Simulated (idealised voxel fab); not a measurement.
Process module name: voxel self aligned contacts
Square cells of 5 nm make up the cross-section cut, whose width is 150 nm.
How to read a cross-section here: the picture is a grid of square cells, written as bands going from the top down, and any band can span one or more rows of cells.
Read a band's entry like this: the first values are the height of its top and the height of its bottom in nm, and what follows is the sequence of materials from left to right, each with its width in nm. Note that "blank" is empty space, and that a single material marked "edge to edge" reaches across the band from edge to edge.
All heights in this document are referenced to 0, defined as the level beneath which the wafer, as received, consists entirely of one material. The lowest band is not bounded below; it extends indefinitely downward and is written in the form "0..down".
Width spec "30->40" -> top row of cells at first value, bottom row at second value, equal per-row change in between.
When a step is marked "all unchanged", none of the cells in the cross-section changed during that step.
So "Sealed cavities" is basically the list of trapped voids: any empty space of 8 cells or more that can't reach the top through an opening. They're written width x height at distance, the distance being from the left edge, and it's all nm.
It should be noted that, on the line of a given step, the content following the step's settings is a remark produced by the simulator itself with respect to that step.
For masked steps, "overlay nm" on the step line gives how far right of plan the mask actually lay; a minus sign means it lay to the left.
SET OUT BELOW ARE THE PLANNED STEPS OF THE PROCESS
- 1: RECEIVE, material Si
- 2: CONFORMAL_DEP, material SiO2, thk nm 5
- 3: DIRECTIONAL_DEP, material polySi, thk nm 25
- 4: DIRECTIONAL_DEP, material SiN, thk nm 20
- 5: DIRECTIONAL_DEP, material aC, thk nm 15
- 6: PATTERN, tone cover, mask id GATE, material resist, width nm 30, pitch nm 70, thk nm 30, overlay nm 0
- 7: DIRECTIONAL_ETCH, etch materials aC, depth nm 15
- 8: STRIP, etch materials resist
- 9: DIRECTIONAL_ETCH, etch materials SiN, depth nm 20
- 10: DIRECTIONAL_ETCH, etch materials polySi, depth nm 25
- 11: STRIP, etch materials aC
- 12: CONFORMAL_DEP, material SiN, thk nm 10
- 13: DIRECTIONAL_ETCH, etch materials SiN, depth nm 10
- 14: FILL_DEP, material SiO2, thk nm 10
- 15: CMP, height nm 55
- 16: MASKED_ETCH, tone open, mask id CONTACT, width nm 50, etch materials SiO2, depth nm 55, overlay nm 0
- 17: CONFORMAL_DEP, material TiN, thk nm 5
- 18: FILL_DEP, material W, thk nm 10
- 19: CMP, height nm 55
- 20: CONFORMAL_DEP, material SiCN, thk nm 5
THE CROSS-SECTION HERE SHOWS THE WAFER AS RECEIVED, I.E. IN ITS STATE AFTER STEP 1
* 0..down  Si edge to edge
* Sealed cavities: none
END STATE OF THE MODULE IN CROSS-SECTION, GIVEN THE ABOVE STARTING POINT AND PLAN AND ONE MISTAKE IN EXECUTION
* 60..55  SiCN edge to edge
* 55..45  50 nm SiO2, then 5->15 nm TiN, then 40->20 nm W, then 5->15 nm TiN, then 50 nm SiO2
* 45..30  20 nm SiO2, then 40 nm SiN, then 5 nm TiN, then 20 nm W, then 5 nm TiN, then 40 nm SiN, then 20 nm SiO2
* 30..5  20 nm SiO2, then 5 nm SiN, then 30 nm polySi, then 5 nm SiN, then 5 nm TiN, then 20 nm W, then 5 nm TiN, then 5 nm SiN, then 30 nm polySi, then 5 nm SiN, then 20 nm SiO2
* 5..0  60 nm SiO2, then 30 nm TiN, then 60 nm SiO2
* 0..down  Si edge to edge
* Sealed cavities: none
The plan and the run diverged here: step 12 ran as: CONFORMAL_DEP, material SiN, thk nm 5
